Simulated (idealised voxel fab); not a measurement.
process module | voxel transistor to metal
cross-section cut | 145 nm wide | cells 5 nm
A cross-section is a grid of square cells, given in bands from the top down. A band is one or more rows of cells.
Each band's line starts with the height of the band's top and of its bottom, in nm. Then come its materials from left to right, each with its width in nm. One material with "throughout" fills the band from edge to edge. "air" is empty space.
Height 0 is the level under which the wafer as received is all one material. The lowest band goes on downwards, as in "0 down".
A width such as "30 to 40" changes by the same amount from each row of cells to the next, from the band's top row to its bottom row.
"no change" after a step means that no cell of the cross-section changed.
closed voids: empty space of 8 cells or more with no open way to the top, each as width x height at its distance from the left edge, in nm
after a step's settings: what the simulator itself notes on the step
overlay nm, on a step with a mask: how far to the right of its planned place the mask lay; to the left if negative
plan
1 op RECEIVE | material Si
2 op OXIDIZE | depth nm 5
3 op CONFORMAL_DEP | material SiN | thk nm 10
4 op DIRECTIONAL_DEP | material aC | thk nm 10
5 op PATTERN | tone cover | mask id ACTIVE | material resist | width nm 115 | thk nm 25 | overlay nm 0
6 op DIRECTIONAL_ETCH | etch materials aC | depth nm 10
7 op STRIP | etch materials resist
8 op DIRECTIONAL_ETCH | etch materials SiN | depth nm 10
9 op DIRECTIONAL_ETCH | etch materials SiO2 | depth nm 5
10 op DIRECTIONAL_ETCH | etch materials Si | depth nm 20
11 op STRIP | etch materials aC
12 op FILL_DEP | material SiO2 | thk nm 5
13 op CMP | height nm 10
14 op SELECTIVE_ETCH | etch materials SiO2 | depth nm 5
15 op STRIP | etch materials SiN
16 op SELECTIVE_ETCH | etch materials SiO2 | depth nm 5
17 op OXIDIZE | depth nm 5
18 op DIRECTIONAL_DEP | material polySi | thk nm 30
19 op DIRECTIONAL_DEP | material SiCN | thk nm 15
20 op PATTERN | tone cover | mask id GATE | material resist | width nm 25 | thk nm 20 | overlay nm 0
21 op DIRECTIONAL_ETCH | etch materials SiCN | depth nm 25
22 op DIRECTIONAL_ETCH | etch materials polySi | depth nm 40
23 op STRIP | etch materials resist
24 op CONFORMAL_DEP | material SiN | thk nm 5
25 op DIRECTIONAL_ETCH | etch materials SiN | depth nm 5
26 op DIRECTIONAL_ETCH | etch materials SiO2 | depth nm 5
27 op DIRECTIONAL_ETCH | etch materials Si | depth nm 10
28 op EPI | material pSi | thk nm 10
29 op FILL_DEP | material SiO2 | thk nm 5
30 op CMP | height nm 25
31 op STRIP | etch materials polySi
32 op SELECTIVE_ETCH | etch materials SiO2 | depth nm 5
33 op CONFORMAL_DEP | material HfO2 | thk nm 5
34 op CONFORMAL_DEP | material TiN | thk nm 5
35 op FILL_DEP | material W | thk nm 10
36 op CMP | height nm 20
37 op DIRECTIONAL_DEP | material SiO2 | thk nm 15
38 op DIRECTIONAL_DEP | material aC | thk nm 15
39 op PATTERN | tone open | mask id CONTACT | material resist | width nm 20 | pitch nm 75 | thk nm 35 | overlay nm 0
40 op DIRECTIONAL_ETCH | etch materials aC | depth nm 15
41 op STRIP | etch materials resist
42 op DIRECTIONAL_ETCH | etch materials SiO2 | depth nm 45
43 op STRIP | etch materials aC
44 op CONFORMAL_DEP | material TiN | thk nm 5
45 op FILL_DEP | material W | thk nm 10
46 op CMP | height nm 35
47 op CONFORMAL_DEP | material SiCN | thk nm 5
48 op DIRECTIONAL_DEP | material lowk | thk nm 15
49 op MASKED_ETCH | tone open | mask id METAL_1 | width nm 20 | pitch nm 75 | etch materials lowk | depth nm 15 | overlay nm 0
50 op MASKED_ETCH | tone open | mask id METAL_1 | width nm 20 | pitch nm 75 | etch materials SiCN | depth nm 5 | overlay nm 0
51 op CONFORMAL_DEP | material TiN | thk nm 5
52 op FILL_DEP | material Ru | thk nm 10
53 op CMP | height nm 55
54 op EPI | material Ru | thk nm 5
55 op FILL_DEP | material SiCN | thk nm 5
first wafer, as planned
as received, after step 1
  0 down: Si throughout
  closed voids: none
after step 2
  0 to -5: SiO2 throughout
  below -5: unchanged
after step 3
  10 to 0: SiN throughout
  below 0: unchanged
after step 4
  20 to 10: aC throughout
  below 10: unchanged
after step 5
  45 to 20: air 15 | resist 115 | air 15
  below 20: unchanged
after step 6
  35 to 20: air 15 | resist 115 | air 15
  20 to 10: air 15 | aC 115 | air 15
  below 10: unchanged
after step 7
  20 to 10: air 15 | aC 115 | air 15
  below 10: unchanged
after step 8
  20 to 10: air 15 | aC 115 | air 15
  10 to 0: air 15 | SiN 115 | air 15
  below 0: unchanged
after step 9
  20 to 10: air 15 | aC 115 | air 15
  10 to 0: air 15 | SiN 115 | air 15
  0 to -5: air 15 | SiO2 115 | air 15
  below -5: unchanged
after step 10
  20 to 10: air 15 | aC 115 | air 15
  10 to 0: air 15 | SiN 115 | air 15
  0 to -5: air 15 | SiO2 115 | air 15
  -5 to -25: air 15 | Si 115 | air 15
  below -25: unchanged
after step 11
  10 to 0: air 15 | SiN 115 | air 15
  below 0: unchanged
after step 12
  15 to 10: SiO2 throughout
  10 to 0: SiO2 15 | SiN 115 | SiO2 15
  0 to -5: SiO2 throughout
  -5 to -25: SiO2 15 | Si 115 | SiO2 15
  below -25: unchanged
after step 13
  10 to 0: SiO2 15 | SiN 115 | SiO2 15
  below 0: unchanged
after step 14
  10 to 5: air 15 | SiN 115 | air 15
  below 5: unchanged
after step 15
  5 to 0: SiO2 15 | air 115 | SiO2 15
  below 0: unchanged
after step 16
  0 to -5: SiO2 10 | air 125 | SiO2 10
  below -5: unchanged
after step 17
  0 to -5: SiO2 10 | air 125 | SiO2 10
  -5 to -10: SiO2 throughout
  below -10: unchanged
after step 18
  30 to 25: polySi 10 | air 125 | polySi 10
  25 to 0: polySi throughout
  0 to -5: SiO2 10 | polySi 125 | SiO2 10
  below -5: unchanged
after step 19
  45 to 40: SiCN 10 | air 125 | SiCN 10
  40 to 30: SiCN throughout
  30 to 25: polySi 10 | SiCN 125 | polySi 10
  below 25: unchanged
after step 20
  65 to 45: air 60 | resist 25 | air 60
  45 to 40: SiCN 10 | air 50 | resist 25 | air 50 | SiCN 10
  below 40: unchanged
after step 21
  65 to 40: air 60 | resist 25 | air 60
  40 to 30: air 60 | SiCN 25 | air 60
  30 to 25: polySi 10 | air 50 | SiCN 25 | air 50 | polySi 10
  below 25: unchanged
after step 22
  65 to 40: air 60 | resist 25 | air 60
  40 to 25: air 60 | SiCN 25 | air 60
  25 to 0: air 60 | polySi 25 | air 60
  0 to -5: SiO2 10 | air 50 | polySi 25 | air 50 | SiO2 10
  below -5: unchanged
after step 23
  40 to 25: air 60 | SiCN 25 | air 60
  below 25: unchanged
after step 24
  45 to 40: air 55 | SiN 35 | air 55
  40 to 25: air 55 | SiN 5 | SiCN 25 | SiN 5 | air 55
  25 to 5: air 55 | SiN 5 | polySi 25 | SiN 5 | air 55
  5 to 0: SiN 15 | air 40 | SiN 5 | polySi 25 | SiN 5 | air 40 | SiN 15
  0 to -5: SiO2 10 | SiN 50 | polySi 25 | SiN 50 | SiO2 10
  below -5: unchanged
after step 25
  40 to 25: air 55 | SiN 5 | SiCN 25 | SiN 5 | air 55
  25 to 0: air 55 | SiN 5 | polySi 25 | SiN 5 | air 55
  0 to -5: SiO2 10 | SiN 5 | air 40 | SiN 5 | polySi 25 | SiN 5 | air 40 | SiN 5 | SiO2 10
  below -5: unchanged
after step 26
  40 to 25: air 55 | SiN 5 | SiCN 25 | SiN 5 | air 55
  25 to 0: air 55 | SiN 5 | polySi 25 | SiN 5 | air 55
  0 to -5: air 10 | SiN 5 | air 40 | SiN 5 | polySi 25 | SiN 5 | air 40 | SiN 5 | air 10
  -5 to -10: SiO2 15 | air 40 | SiO2 35 | air 40 | SiO2 15
  below -10: unchanged
after step 27
  40 to 25: air 55 | SiN 5 | SiCN 25 | SiN 5 | air 55
  25 to 0: air 55 | SiN 5 | polySi 25 | SiN 5 | air 55
  0 to -5: air 10 | SiN 5 | air 40 | SiN 5 | polySi 25 | SiN 5 | air 40 | SiN 5 | air 10
  -5 to -10: SiO2 15 | air 40 | SiO2 35 | air 40 | SiO2 15
  -10 to -20: SiO2 15 | air 40 | Si 35 | air 40 | SiO2 15
  below -20: unchanged
after step 28
  40 to 25: air 55 | SiN 5 | SiCN 25 | SiN 5 | air 55
  25 to 0: air 55 | SiN 5 | polySi 25 | SiN 5 | air 55
  0 to -5: air 10 | SiN 5 | air 30 | pSi 10 | SiN 5 | polySi 25 | SiN 5 | pSi 10 | air 30 | SiN 5 | air 10
  -5 to -10: SiO2 15 | air 30 | pSi 10 | SiO2 35 | pSi 10 | air 30 | SiO2 15
  -10 to -20: SiO2 15 | pSi 40 | Si 35 | pSi 40 | SiO2 15
  below -20: unchanged
after step 29
  45 to 40: SiO2 throughout
  40 to 25: SiO2 55 | SiN 5 | SiCN 25 | SiN 5 | SiO2 55
  25 to 0: SiO2 55 | SiN 5 | polySi 25 | SiN 5 | SiO2 55
  0 to -5: SiO2 10 | SiN 5 | SiO2 30 | pSi 10 | SiN 5 | polySi 25 | SiN 5 | pSi 10 | SiO2 30 | SiN 5 | SiO2 10
  -5 to -10: SiO2 45 | pSi 10 | SiO2 35 | pSi 10 | SiO2 45
  below -10: unchanged
after step 30
  25 to 0: SiO2 55 | SiN 5 | polySi 25 | SiN 5 | SiO2 55
  below 0: unchanged
after step 31
  25 to 0: SiO2 55 | SiN 5 | air 25 | SiN 5 | SiO2 55
  0 to -5: SiO2 10 | SiN 5 | SiO2 30 | pSi 10 | SiN 5 | air 25 | SiN 5 | pSi 10 | SiO2 30 | SiN 5 | SiO2 10
  below -5: unchanged
after step 32
  25 to 20: air 55 | SiN 5 | air 25 | SiN 5 | air 55
  20 to 0: SiO2 55 | SiN 5 | air 25 | SiN 5 | SiO2 55
  0 to -5: SiO2 10 | SiN 5 | SiO2 30 | pSi 10 | SiN 5 | air 25 | SiN 5 | pSi 10 | SiO2 30 | SiN 5 | SiO2 10
  -5 to -10: SiO2 45 | pSi 10 | air 35 | pSi 10 | SiO2 45
  below -10: unchanged
after step 33
  30 to 25: air 50 | HfO2 15 | air 15 | HfO2 15 | air 50
  25 to 20: HfO2 55 | SiN 5 | HfO2 5 | air 15 | HfO2 5 | SiN 5 | HfO2 55
  20 to 0: SiO2 55 | SiN 5 | HfO2 5 | air 15 | HfO2 5 | SiN 5 | SiO2 55
  0 to -5: SiO2 10 | SiN 5 | SiO2 30 | pSi 10 | SiN 5 | HfO2 5 | air 15 | HfO2 5 | SiN 5 | pSi 10 | SiO2 30 | SiN 5 | SiO2 10
  -5 to -10: SiO2 45 | pSi 10 | HfO2 35 | pSi 10 | SiO2 45
  below -10: unchanged
after step 34
  35 to 30: air 45 | TiN 25 | air 5 | TiN 25 | air 45
  30 to 25: TiN 50 | HfO2 15 | TiN 5 | air 5 | TiN 5 | HfO2 15 | TiN 50
  25 to 20: HfO2 55 | SiN 5 | HfO2 5 | TiN 5 | air 5 | TiN 5 | HfO2 5 | SiN 5 | HfO2 55
  20 to 0: SiO2 55 | SiN 5 | HfO2 5 | TiN 5 | air 5 | TiN 5 | HfO2 5 | SiN 5 | SiO2 55
  0 to -5: SiO2 10 | SiN 5 | SiO2 30 | pSi 10 | SiN 5 | HfO2 5 | TiN 15 | HfO2 5 | SiN 5 | pSi 10 | SiO2 30 | SiN 5 | SiO2 10
  below -5: unchanged
after step 35
  45 to 35: W throughout
  35 to 30: W 45 | TiN 25 | W 5 | TiN 25 | W 45
  30 to 25: TiN 50 | HfO2 15 | TiN 5 | W 5 | TiN 5 | HfO2 15 | TiN 50
  25 to 20: HfO2 55 | SiN 5 | HfO2 5 | TiN 5 | W 5 | TiN 5 | HfO2 5 | SiN 5 | HfO2 55
  20 to 0: SiO2 55 | SiN 5 | HfO2 5 | TiN 5 | W 5 | TiN 5 | HfO2 5 | SiN 5 | SiO2 55
  below 0: unchanged
after step 36
  20 to 0: SiO2 55 | SiN 5 | HfO2 5 | TiN 5 | W 5 | TiN 5 | HfO2 5 | SiN 5 | SiO2 55
  below 0: unchanged
after step 37
  35 to 20: SiO2 throughout
  below 20: unchanged
after step 38
  50 to 35: aC throughout
  below 35: unchanged
after step 39
  85 to 50: resist 25 | air 20 | resist 55 | air 20 | resist 25
  below 50: unchanged
after step 40
  70 to 50: resist 25 | air 20 | resist 55 | air 20 | resist 25
  50 to 35: aC 25 | air 20 | aC 55 | air 20 | aC 25
  below 35: unchanged
after step 41
  50 to 35: aC 25 | air 20 | aC 55 | air 20 | aC 25
  below 35: unchanged
after step 42
  50 to 35: aC 25 | air 20 | aC 55 | air 20 | aC 25
  35 to 20: SiO2 25 | air 20 | SiO2 55 | air 20 | SiO2 25
  20 to 0: SiO2 25 | air 20 | SiO2 10 | SiN 5 | HfO2 5 | TiN 5 | W 5 | TiN 5 | HfO2 5 | SiN 5 | SiO2 10 | air 20 | SiO2 25
  0 to -5: SiO2 10 | SiN 5 | SiO2 10 | air 20 | pSi 10 | SiN 5 | HfO2 5 | TiN 15 | HfO2 5 | SiN 5 | pSi 10 | air 20 | SiO2 10 | SiN 5 | SiO2 10
  -5 to -10: SiO2 25 | air 20 | pSi 10 | HfO2 35 | pSi 10 | air 20 | SiO2 25
  below -10: unchanged
after step 43
  35 to 20: SiO2 25 | air 20 | SiO2 55 | air 20 | SiO2 25
  below 20: unchanged
after step 44
  40 to 35: TiN 30 | air 10 | TiN 65 | air 10 | TiN 30
  35 to 20: SiO2 25 | TiN 5 | air 10 | TiN 5 | SiO2 55 | TiN 5 | air 10 | TiN 5 | SiO2 25
  20 to 0: SiO2 25 | TiN 5 | air 10 | TiN 5 | SiO2 10 | SiN 5 | HfO2 5 | TiN 5 | W 5 | TiN 5 | HfO2 5 | SiN 5 | SiO2 10 | TiN 5 | air 10 | TiN 5 | SiO2 25
  0 to -5: SiO2 10 | SiN 5 | SiO2 10 | TiN 5 | air 10 | TiN 5 | pSi 10 | SiN 5 | HfO2 5 | TiN 15 | HfO2 5 | SiN 5 | pSi 10 | TiN 5 | air 10 | TiN 5 | SiO2 10 | SiN 5 | SiO2 10
  -5 to -10: SiO2 25 | TiN 20 | pSi 10 | HfO2 35 | pSi 10 | TiN 20 | SiO2 25
  below -10: unchanged
after step 45
  50 to 40: W throughout
  40 to 35: TiN 30 | W 10 | TiN 65 | W 10 | TiN 30
  35 to 20: SiO2 25 | TiN 5 | W 10 | TiN 5 | SiO2 55 | TiN 5 | W 10 | TiN 5 | SiO2 25
  20 to 0: SiO2 25 | TiN 5 | W 10 | TiN 5 | SiO2 10 | SiN 5 | HfO2 5 | TiN 5 | W 5 | TiN 5 | HfO2 5 | SiN 5 | SiO2 10 | TiN 5 | W 10 | TiN 5 | SiO2 25
  0 to -5: SiO2 10 | SiN 5 | SiO2 10 | TiN 5 | W 10 | TiN 5 | pSi 10 | SiN 5 | HfO2 5 | TiN 15 | HfO2 5 | SiN 5 | pSi 10 | TiN 5 | W 10 | TiN 5 | SiO2 10 | SiN 5 | SiO2 10
  below -5: unchanged
after step 46
  35 to 20: SiO2 25 | TiN 5 | W 10 | TiN 5 | SiO2 55 | TiN 5 | W 10 | TiN 5 | SiO2 25
  below 20: unchanged
after step 47
  40 to 35: SiCN throughout
  below 35: unchanged
after step 48
  55 to 40: lowk throughout
  below 40: unchanged
after step 49
  55 to 40: lowk 25 | air 20 | lowk 55 | air 20 | lowk 25
  below 40: unchanged
after step 50
  55 to 40: lowk 25 | air 20 | lowk 55 | air 20 | lowk 25
  40 to 35: SiCN 25 | air 20 | SiCN 55 | air 20 | SiCN 25
  below 35: unchanged
after step 51
  60 to 55: TiN 30 | air 10 | TiN 65 | air 10 | TiN 30
  55 to 40: lowk 25 | TiN 5 | air 10 | TiN 5 | lowk 55 | TiN 5 | air 10 | TiN 5 | lowk 25
  40 to 35: SiCN 25 | TiN 20 | SiCN 55 | TiN 20 | SiCN 25
  below 35: unchanged
after step 52
  70 to 60: Ru throughout
  60 to 55: TiN 30 | Ru 10 | TiN 65 | Ru 10 | TiN 30
  55 to 40: lowk 25 | TiN 5 | Ru 10 | TiN 5 | lowk 55 | TiN 5 | Ru 10 | TiN 5 | lowk 25
  below 40: unchanged
after step 53
  55 to 40: lowk 25 | TiN 5 | Ru 10 | TiN 5 | lowk 55 | TiN 5 | Ru 10 | TiN 5 | lowk 25
  below 40: unchanged
after step 54
  60 to 55: air 20 | Ru 30 | air 45 | Ru 30 | air 20
  below 55: unchanged
after step 55
  65 to 60: SiCN throughout
  60 to 55: SiCN 20 | Ru 30 | SiCN 45 | Ru 30 | SiCN 20
  below 55: unchanged
second wafer: like start, like plan, one mistake. Through step 9 it matches the first wafer
when step 10 should have ended
  20 to 10: air 15 | aC 115 | air 15
  10 to 0: air 15 | SiN 115 | air 15
  0 to -5: air 15 | SiO2 115 | air 15
  -5 to -45: air 15 | Si 115 | air 15
  below -45: unchanged
when step 11 should have ended
  10 to 0: air 15 | SiN 115 | air 15
  below 0: unchanged
when step 12 should have ended
  15 to 10: SiO2 throughout
  10 to 0: SiO2 15 | SiN 115 | SiO2 15
  0 to -5: SiO2 throughout
  -5 to -45: SiO2 15 | Si 115 | SiO2 15
  below -45: unchanged
when step 13 should have ended
  10 to 0: SiO2 15 | SiN 115 | SiO2 15
  below 0: unchanged
when step 14 should have ended
  10 to 5: air 15 | SiN 115 | air 15
  below 5: unchanged
when step 15 should have ended
  5 to 0: SiO2 15 | air 115 | SiO2 15
  below 0: unchanged
when step 16 should have ended
  0 to -5: SiO2 10 | air 125 | SiO2 10
  below -5: unchanged
when step 17 should have ended
  0 to -5: SiO2 10 | air 125 | SiO2 10
  -5 to -10: SiO2 throughout
  below -10: unchanged
when step 18 should have ended
  30 to 25: polySi 10 | air 125 | polySi 10
  25 to 0: polySi throughout
  0 to -5: SiO2 10 | polySi 125 | SiO2 10
  below -5: unchanged
when step 19 should have ended
  45 to 40: SiCN 10 | air 125 | SiCN 10
  40 to 30: SiCN throughout
  30 to 25: polySi 10 | SiCN 125 | polySi 10
  below 25: unchanged
when step 20 should have ended
  65 to 45: air 60 | resist 25 | air 60
  45 to 40: SiCN 10 | air 50 | resist 25 | air 50 | SiCN 10
  below 40: unchanged
when step 21 should have ended
  65 to 40: air 60 | resist 25 | air 60
  40 to 30: air 60 | SiCN 25 | air 60
  30 to 25: polySi 10 | air 50 | SiCN 25 | air 50 | polySi 10
  below 25: unchanged
when step 22 should have ended
  65 to 40: air 60 | resist 25 | air 60
  40 to 25: air 60 | SiCN 25 | air 60
  25 to 0: air 60 | polySi 25 | air 60
  0 to -5: SiO2 10 | air 50 | polySi 25 | air 50 | SiO2 10
  below -5: unchanged
when step 23 should have ended
  40 to 25: air 60 | SiCN 25 | air 60
  below 25: unchanged
when step 24 should have ended
  45 to 40: air 55 | SiN 35 | air 55
  40 to 25: air 55 | SiN 5 | SiCN 25 | SiN 5 | air 55
  25 to 5: air 55 | SiN 5 | polySi 25 | SiN 5 | air 55
  5 to 0: SiN 15 | air 40 | SiN 5 | polySi 25 | SiN 5 | air 40 | SiN 15
  0 to -5: SiO2 10 | SiN 50 | polySi 25 | SiN 50 | SiO2 10
  below -5: unchanged
when step 25 should have ended
  40 to 25: air 55 | SiN 5 | SiCN 25 | SiN 5 | air 55
  25 to 0: air 55 | SiN 5 | polySi 25 | SiN 5 | air 55
  0 to -5: SiO2 10 | SiN 5 | air 40 | SiN 5 | polySi 25 | SiN 5 | air 40 | SiN 5 | SiO2 10
  below -5: unchanged
when step 26 should have ended
  40 to 25: air 55 | SiN 5 | SiCN 25 | SiN 5 | air 55
  25 to 0: air 55 | SiN 5 | polySi 25 | SiN 5 | air 55
  0 to -5: air 10 | SiN 5 | air 40 | SiN 5 | polySi 25 | SiN 5 | air 40 | SiN 5 | air 10
  -5 to -10: SiO2 15 | air 40 | SiO2 35 | air 40 | SiO2 15
  below -10: unchanged
when step 27 should have ended
  40 to 25: air 55 | SiN 5 | SiCN 25 | SiN 5 | air 55
  25 to 0: air 55 | SiN 5 | polySi 25 | SiN 5 | air 55
  0 to -5: air 10 | SiN 5 | air 40 | SiN 5 | polySi 25 | SiN 5 | air 40 | SiN 5 | air 10
  -5 to -10: SiO2 15 | air 40 | SiO2 35 | air 40 | SiO2 15
  -10 to -20: SiO2 15 | air 40 | Si 35 | air 40 | SiO2 15
  below -20: unchanged
when step 28 should have ended
  40 to 25: air 55 | SiN 5 | SiCN 25 | SiN 5 | air 55
  25 to 0: air 55 | SiN 5 | polySi 25 | SiN 5 | air 55
  0 to -5: air 10 | SiN 5 | air 30 | pSi 10 | SiN 5 | polySi 25 | SiN 5 | pSi 10 | air 30 | SiN 5 | air 10
  -5 to -10: SiO2 15 | air 30 | pSi 10 | SiO2 35 | pSi 10 | air 30 | SiO2 15
  -10 to -20: SiO2 15 | pSi 40 | Si 35 | pSi 40 | SiO2 15
  below -20: unchanged
when step 29 should have ended
  45 to 40: SiO2 throughout
  40 to 25: SiO2 55 | SiN 5 | SiCN 25 | SiN 5 | SiO2 55
  25 to 0: SiO2 55 | SiN 5 | polySi 25 | SiN 5 | SiO2 55
  0 to -5: SiO2 10 | SiN 5 | SiO2 30 | pSi 10 | SiN 5 | polySi 25 | SiN 5 | pSi 10 | SiO2 30 | SiN 5 | SiO2 10
  -5 to -10: SiO2 45 | pSi 10 | SiO2 35 | pSi 10 | SiO2 45
  below -10: unchanged
when step 30 should have ended
  25 to 0: SiO2 55 | SiN 5 | polySi 25 | SiN 5 | SiO2 55
  below 0: unchanged
when step 31 should have ended
  25 to 0: SiO2 55 | SiN 5 | air 25 | SiN 5 | SiO2 55
  0 to -5: SiO2 10 | SiN 5 | SiO2 30 | pSi 10 | SiN 5 | air 25 | SiN 5 | pSi 10 | SiO2 30 | SiN 5 | SiO2 10
  below -5: unchanged
when step 32 should have ended
  25 to 20: air 55 | SiN 5 | air 25 | SiN 5 | air 55
  20 to 0: SiO2 55 | SiN 5 | air 25 | SiN 5 | SiO2 55
  0 to -5: SiO2 10 | SiN 5 | SiO2 30 | pSi 10 | SiN 5 | air 25 | SiN 5 | pSi 10 | SiO2 30 | SiN 5 | SiO2 10
  -5 to -10: SiO2 45 | pSi 10 | air 35 | pSi 10 | SiO2 45
  below -10: unchanged
when step 33 should have ended
  30 to 25: air 50 | HfO2 15 | air 15 | HfO2 15 | air 50
  25 to 20: HfO2 55 | SiN 5 | HfO2 5 | air 15 | HfO2 5 | SiN 5 | HfO2 55
  20 to 0: SiO2 55 | SiN 5 | HfO2 5 | air 15 | HfO2 5 | SiN 5 | SiO2 55
  0 to -5: SiO2 10 | SiN 5 | SiO2 30 | pSi 10 | SiN 5 | HfO2 5 | air 15 | HfO2 5 | SiN 5 | pSi 10 | SiO2 30 | SiN 5 | SiO2 10
  -5 to -10: SiO2 45 | pSi 10 | HfO2 35 | pSi 10 | SiO2 45
  below -10: unchanged
when step 34 should have ended
  35 to 30: air 45 | TiN 25 | air 5 | TiN 25 | air 45
  30 to 25: TiN 50 | HfO2 15 | TiN 5 | air 5 | TiN 5 | HfO2 15 | TiN 50
  25 to 20: HfO2 55 | SiN 5 | HfO2 5 | TiN 5 | air 5 | TiN 5 | HfO2 5 | SiN 5 | HfO2 55
  20 to 0: SiO2 55 | SiN 5 | HfO2 5 | TiN 5 | air 5 | TiN 5 | HfO2 5 | SiN 5 | SiO2 55
  0 to -5: SiO2 10 | SiN 5 | SiO2 30 | pSi 10 | SiN 5 | HfO2 5 | TiN 15 | HfO2 5 | SiN 5 | pSi 10 | SiO2 30 | SiN 5 | SiO2 10
  below -5: unchanged
when step 35 should have ended
  45 to 35: W throughout
  35 to 30: W 45 | TiN 25 | W 5 | TiN 25 | W 45
  30 to 25: TiN 50 | HfO2 15 | TiN 5 | W 5 | TiN 5 | HfO2 15 | TiN 50
  25 to 20: HfO2 55 | SiN 5 | HfO2 5 | TiN 5 | W 5 | TiN 5 | HfO2 5 | SiN 5 | HfO2 55
  20 to 0: SiO2 55 | SiN 5 | HfO2 5 | TiN 5 | W 5 | TiN 5 | HfO2 5 | SiN 5 | SiO2 55
  below 0: unchanged
when step 36 should have ended
  20 to 0: SiO2 55 | SiN 5 | HfO2 5 | TiN 5 | W 5 | TiN 5 | HfO2 5 | SiN 5 | SiO2 55
  below 0: unchanged
when step 37 should have ended
  35 to 20: SiO2 throughout
  below 20: unchanged
when step 38 should have ended
  50 to 35: aC throughout
  below 35: unchanged
when step 39 should have ended
  85 to 50: resist 25 | air 20 | resist 55 | air 20 | resist 25
  below 50: unchanged
when step 40 should have ended
  70 to 50: resist 25 | air 20 | resist 55 | air 20 | resist 25
  50 to 35: aC 25 | air 20 | aC 55 | air 20 | aC 25
  below 35: unchanged
when step 41 should have ended
  50 to 35: aC 25 | air 20 | aC 55 | air 20 | aC 25
  below 35: unchanged
when step 42 should have ended
  50 to 35: aC 25 | air 20 | aC 55 | air 20 | aC 25
  35 to 20: SiO2 25 | air 20 | SiO2 55 | air 20 | SiO2 25
  20 to 0: SiO2 25 | air 20 | SiO2 10 | SiN 5 | HfO2 5 | TiN 5 | W 5 | TiN 5 | HfO2 5 | SiN 5 | SiO2 10 | air 20 | SiO2 25
  0 to -5: SiO2 10 | SiN 5 | SiO2 10 | air 20 | pSi 10 | SiN 5 | HfO2 5 | TiN 15 | HfO2 5 | SiN 5 | pSi 10 | air 20 | SiO2 10 | SiN 5 | SiO2 10
  -5 to -10: SiO2 25 | air 20 | pSi 10 | HfO2 35 | pSi 10 | air 20 | SiO2 25
  below -10: unchanged
when step 43 should have ended
  35 to 20: SiO2 25 | air 20 | SiO2 55 | air 20 | SiO2 25
  below 20: unchanged
when step 44 should have ended
  40 to 35: TiN 30 | air 10 | TiN 65 | air 10 | TiN 30
  35 to 20: SiO2 25 | TiN 5 | air 10 | TiN 5 | SiO2 55 | TiN 5 | air 10 | TiN 5 | SiO2 25
  20 to 0: SiO2 25 | TiN 5 | air 10 | TiN 5 | SiO2 10 | SiN 5 | HfO2 5 | TiN 5 | W 5 | TiN 5 | HfO2 5 | SiN 5 | SiO2 10 | TiN 5 | air 10 | TiN 5 | SiO2 25
  0 to -5: SiO2 10 | SiN 5 | SiO2 10 | TiN 5 | air 10 | TiN 5 | pSi 10 | SiN 5 | HfO2 5 | TiN 15 | HfO2 5 | SiN 5 | pSi 10 | TiN 5 | air 10 | TiN 5 | SiO2 10 | SiN 5 | SiO2 10
  -5 to -10: SiO2 25 | TiN 20 | pSi 10 | HfO2 35 | pSi 10 | TiN 20 | SiO2 25
  below -10: unchanged
when step 45 should have ended
  50 to 40: W throughout
  40 to 35: TiN 30 | W 10 | TiN 65 | W 10 | TiN 30
  35 to 20: SiO2 25 | TiN 5 | W 10 | TiN 5 | SiO2 55 | TiN 5 | W 10 | TiN 5 | SiO2 25
  20 to 0: SiO2 25 | TiN 5 | W 10 | TiN 5 | SiO2 10 | SiN 5 | HfO2 5 | TiN 5 | W 5 | TiN 5 | HfO2 5 | SiN 5 | SiO2 10 | TiN 5 | W 10 | TiN 5 | SiO2 25
  0 to -5: SiO2 10 | SiN 5 | SiO2 10 | TiN 5 | W 10 | TiN 5 | pSi 10 | SiN 5 | HfO2 5 | TiN 15 | HfO2 5 | SiN 5 | pSi 10 | TiN 5 | W 10 | TiN 5 | SiO2 10 | SiN 5 | SiO2 10
  below -5: unchanged
when step 46 should have ended
  35 to 20: SiO2 25 | TiN 5 | W 10 | TiN 5 | SiO2 55 | TiN 5 | W 10 | TiN 5 | SiO2 25
  below 20: unchanged
when step 47 should have ended
  40 to 35: SiCN throughout
  below 35: unchanged
when step 48 should have ended
  55 to 40: lowk throughout
  below 40: unchanged
when step 49 should have ended
  55 to 40: lowk 25 | air 20 | lowk 55 | air 20 | lowk 25
  below 40: unchanged
when step 50 should have ended
  55 to 40: lowk 25 | air 20 | lowk 55 | air 20 | lowk 25
  40 to 35: SiCN 25 | air 20 | SiCN 55 | air 20 | SiCN 25
  below 35: unchanged
when step 51 should have ended
  60 to 55: TiN 30 | air 10 | TiN 65 | air 10 | TiN 30
  55 to 40: lowk 25 | TiN 5 | air 10 | TiN 5 | lowk 55 | TiN 5 | air 10 | TiN 5 | lowk 25
  40 to 35: SiCN 25 | TiN 20 | SiCN 55 | TiN 20 | SiCN 25
  below 35: unchanged
when step 52 should have ended
  70 to 60: Ru throughout
  60 to 55: TiN 30 | Ru 10 | TiN 65 | Ru 10 | TiN 30
  55 to 40: lowk 25 | TiN 5 | Ru 10 | TiN 5 | lowk 55 | TiN 5 | Ru 10 | TiN 5 | lowk 25
  below 40: unchanged
when step 53 should have ended
  55 to 40: lowk 25 | TiN 5 | Ru 10 | TiN 5 | lowk 55 | TiN 5 | Ru 10 | TiN 5 | lowk 25
  below 40: unchanged
when step 54 should have ended
  60 to 55: air 20 | Ru 30 | air 45 | Ru 30 | air 20
  below 55: unchanged
when step 55 should have ended
  65 to 60: SiCN throughout
  60 to 55: SiCN 20 | Ru 30 | SiCN 45 | Ru 30 | SiCN 20
  below 55: unchanged
what went wrong: step 10 was run twice
at the end the second wafer has, in cells: 24 fewer of Si | 24 more of SiO2
